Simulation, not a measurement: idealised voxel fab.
Process module under the name voxel ribs on slabs
FYI the section here is cut, 260 nm wide, cells are 5 nm squares.
Cross-section, as written here: a square-cell grid given band by band from the top down, where a band holds one or more rows of cells.
Read a band's entry like this: the first values are the height of its top and the height of its bottom in nm, and what follows is the sequence of materials from left to right, each with its width in nm. Note that "empty" is empty space, and that a single material marked "all across" reaches across the band from edge to edge.
Counting heights begins at 0, where everything beneath is, in the wafer as received, one material. The lowest band has no bottom; it goes on downwards, as "0 nm and below" shows.
When a width is written as two numbers, as in "30->40", the first number is the width in the top row of cells of the band and the second is the width in its bottom row, and the width changes by the same amount from each row to the next.
You'll sometimes find "no alteration" written for a step, and that's the way of saying that nowhere in the cross-section did a cell change during that step.
"Tabulated closed voids" - sealed voids, min. 8 cells, no opening to top; format: width x height at distance (distance from left edge; nm throughout).
The remark found on a step's line after its settings is issued by the simulator itself and pertains to that step.
For masked steps, "overlay nm" on the step line gives how far right of plan the mask actually lay; a minus sign means it lay to the left.
-- The planned process steps are enumerated hereunder
1,RECEIVE with material Si
2,DIRECTIONAL_DEP with material SiO2, thk nm 30
3,DIRECTIONAL_DEP with material SiN, thk nm 15
4,PATTERN with tone cover, mask id RIB, material resist, width nm 20, thk nm 15, overlay nm 0
5,DIRECTIONAL_ETCH with etch materials SiN, depth nm 10
6,STRIP with etch materials resist
7,PATTERN with tone cover, mask id SLAB, material resist, width nm 50, thk nm 20, overlay nm 0
8,DIRECTIONAL_ETCH with etch materials SiN, depth nm 5
9,STRIP with etch materials resist
10,FILL_DEP with material SiO2, thk nm 20
11,CMP with height nm 60
12,DIRECTIONAL_DEP with material W, thk nm 5
13,PATTERN with tone cover, mask id HEATER, material resist, width nm 30, thk nm 20, overlay nm 0
14,DIRECTIONAL_ETCH with etch materials W, depth nm 5
15,STRIP with etch materials resist
16,CONFORMAL_DEP with material SiN, thk nm 10
-- Cross-section of the wafer at receipt, which is the condition after step 1
* 0 nm and below | Si all across
* Tabulated closed voids: none
-- First of two wafers: cross-section at end of module, run per plan
* 75 nm to 70 nm | empty: 105 / SiN: 50 / empty: 105
* 70 nm to 65 nm | SiN all across
* 65 nm to 60 nm | SiN: 115 / W: 30 / SiN: 115
* 60 nm to 45 nm | SiO2 all across
* 45 nm to 35 nm | SiO2: 120 / SiN: 20 / SiO2: 120
* 35 nm to 30 nm | SiO2: 105 / SiN: 50 / SiO2: 105
* 30 nm to 0 nm | SiO2 all across
* 0 nm and below | Si all across
* Tabulated closed voids: none
-- Here is the second of the two wafers cut open at the end of the module - same start, same plan as the first one, but we made one mistake running it
* 65 nm to 60 nm | empty: 115 / W: 30 / empty: 115
* 60 nm to 45 nm | SiO2 all across
* 45 nm to 35 nm | SiO2: 120 / SiN: 20 / SiO2: 120
* 35 nm to 30 nm | SiO2: 105 / SiN: 50 / SiO2: 105
* 30 nm to 0 nm | SiO2 all across
* 0 nm and below | Si all across
* Tabulated closed voids: none
What went wrong in running the wafer? the plan's step 16 was left out and never carried out
Bottom line after processing is that, in cells, the second wafer is up or down on some materials versus the first: -108 SiN
